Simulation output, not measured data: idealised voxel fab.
process module | voxel tone inversion
cross-section cut | 240 nm wide | cells 5 nm
A cross-section is a grid of square cells, given in bands from the top down. A band is one or more rows of cells.
Each band's line starts with the height of the band's top and of its bottom, in nm. Then come its materials from left to right, each with its width in nm. One material with "throughout" fills the band from edge to edge. "air" is empty space.
Height 0 is the level under which the wafer as received is all one material. The lowest band goes on downwards, as in "0 down".
A width such as "30 to 40" changes by the same amount from each row of cells to the next, from the band's top row to its bottom row.
"no change" after a step means that no cell of the cross-section changed.
closed voids: empty space of 8 cells or more with no open way to the top, each as width x height at its distance from the left edge, in nm
after a step's settings: what the simulator itself notes on the step
overlay nm, on a step with a mask: how far to the right of its planned place the mask lay; to the left if negative
plan
1 op RECEIVE | material Si
2 op CONFORMAL_DEP | material SiN | thk nm 10
3 op DIRECTIONAL_DEP | material aC | thk nm 25
4 op PATTERN | tone cover | mask id POSTS | material resist | width nm 20 | pitch nm 50 | thk nm 35 | overlay nm 0
5 op DIRECTIONAL_ETCH | etch materials aC | depth nm 25
6 op STRIP | etch materials resist
7 op FILL_DEP | material lowk | thk nm 5
8 op CMP | height nm 35
9 op STRIP | etch materials aC
10 op CONFORMAL_DEP | material TiN | thk nm 5
11 op FILL_DEP | material Ru | thk nm 10
12 op CMP | height nm 35
13 op CONFORMAL_DEP | material SiN | thk nm 5
as received, after step 1
  0 down: Si throughout
  closed voids: none
a wafer at the end: this start, this plan, one mistake
  40 to 25: SiN throughout
  25 to 0: aC throughout
  0 down: Si throughout
  closed voids: none
what went wrong: steps 2 and 3 were swapped
